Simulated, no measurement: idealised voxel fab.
process module | voxel self aligned contacts
cross-section cut | 205 nm wide | cells 5 nm
A cross-section is a grid of square cells, given in bands from the top down. A band is one or more rows of cells.
Each band's line starts with the height of the band's top and of its bottom, in nm. Then come its materials from left to right, each with its width in nm. One material with "throughout" fills the band from edge to edge. "air" is empty space.
Height 0 is the level under which the wafer as received is all one material. The lowest band goes on downwards, as in "0 down".
A width such as "30 to 40" changes by the same amount from each row of cells to the next, from the band's top row to its bottom row.
"no change" after a step means that no cell of the cross-section changed.
closed voids: empty space of 8 cells or more with no open way to the top, each as width x height at its distance from the left edge, in nm
after a step's settings: what the simulator itself notes on the step
overlay nm, on a step with a mask: how far to the right of its planned place the mask lay; to the left if negative
plan
1 op RECEIVE | material Si
2 op CONFORMAL_DEP | material SiO2 | thk nm 5
3 op DIRECTIONAL_DEP | material polySi | thk nm 20
4 op DIRECTIONAL_DEP | material SiN | thk nm 20
5 op MASKED_ETCH | tone cover | mask id GATE | width nm 35 | pitch nm 70 | etch materials SiN | depth nm 20 | overlay nm 0
6 op MASKED_ETCH | tone cover | mask id GATE | width nm 35 | pitch nm 70 | etch materials polySi | depth nm 20 | overlay nm 0
7 op CONFORMAL_DEP | material SiN | thk nm 10
8 op DIRECTIONAL_ETCH | etch materials SiN | depth nm 10
9 op FILL_DEP | material SiO2 | thk nm 10
10 op CMP | height nm 50
11 op PATTERN | tone open | mask id CONTACT | material resist | width nm 45 | pitch nm 70 | thk nm 20 | overlay nm -15
12 op DIRECTIONAL_ETCH | etch materials SiO2 | depth nm 50
13 op STRIP | etch materials resist
14 op CONFORMAL_DEP | material TiN | thk nm 5
15 op FILL_DEP | material Ru | thk nm 10
16 op CMP | height nm 50
17 op CONFORMAL_DEP | material SiCN | thk nm 5
varied across the wafers: overlay nm of step 11. The plan shows the first wafer's value. All wafers start alike
first wafer as received, after step 1
  0 down: Si throughout
  closed voids: none
first wafer at the end, after step 17
  55 to 50: SiCN throughout
  50 to 45: SiO2 30 | TiN 35 | Ru 5 | TiN 5 | SiO2 25 | TiN 35 | Ru 5 | TiN 5 | SiO2 60
  45 to 25: SiO2 5 | SiN 55 | TiN 5 | Ru 5 | TiN 5 | SiN 55 | TiN 5 | Ru 5 | TiN 5 | SiN 55 | SiO2 5
  25 to 5: SiO2 5 | SiN 10 | polySi 35 | SiN 10 | TiN 5 | Ru 5 | TiN 5 | SiN 10 | polySi 35 | SiN 10 | TiN 5 | Ru 5 | TiN 5 | SiN 10 | polySi 35 | SiN 10 | SiO2 5
  5 to 0: SiO2 60 | TiN 15 | SiO2 55 | TiN 15 | SiO2 60
  0 down: Si throughout
  closed voids: none
last wafer at the end
  55 to 50: SiCN throughout
  50 to 45: SiO2 60 | TiN 5 | Ru 5 | TiN 35 | SiO2 25 | TiN 5 | Ru 5 | TiN 35 | SiO2 30
  45 to 25: SiO2 5 | SiN 55 | TiN 5 | Ru 5 | TiN 5 | SiN 55 | TiN 5 | Ru 5 | TiN 5 | SiN 55 | SiO2 5
  25 to 5: SiO2 5 | SiN 10 | polySi 35 | SiN 10 | TiN 5 | Ru 5 | TiN 5 | SiN 10 | polySi 35 | SiN 10 | TiN 5 | Ru 5 | TiN 5 | SiN 10 | polySi 35 | SiN 10 | SiO2 5
  5 to 0: SiO2 60 | TiN 15 | SiO2 55 | TiN 15 | SiO2 60
  0 down: Si throughout
  closed voids: none
each wafer at the end: cells of each material gained (+) or lost (-) since it was received, then its closed voids
overlay nm -15 | +18 Ru | +41 SiCN | +180 SiN | +74 SiO2 | +54 TiN | +84 polySi | closed voids: none
overlay nm -10 | +18 Ru | +41 SiCN | +180 SiN | +74 SiO2 | +54 TiN | +84 polySi | closed voids: none
overlay nm -5 | +18 Ru | +41 SiCN | +180 SiN | +74 SiO2 | +54 TiN | +84 polySi | closed voids: none
overlay nm 0 | +18 Ru | +41 SiCN | +180 SiN | +74 SiO2 | +54 TiN | +84 polySi | closed voids: none
overlay nm 5 | +18 Ru | +41 SiCN | +180 SiN | +74 SiO2 | +54 TiN | +84 polySi | closed voids: none
overlay nm 10 | +18 Ru | +41 SiCN | +180 SiN | +74 SiO2 | +54 TiN | +84 polySi | closed voids: none
overlay nm 15 | +18 Ru | +41 SiCN | +180 SiN | +74 SiO2 | +54 TiN | +84 polySi | closed voids: none
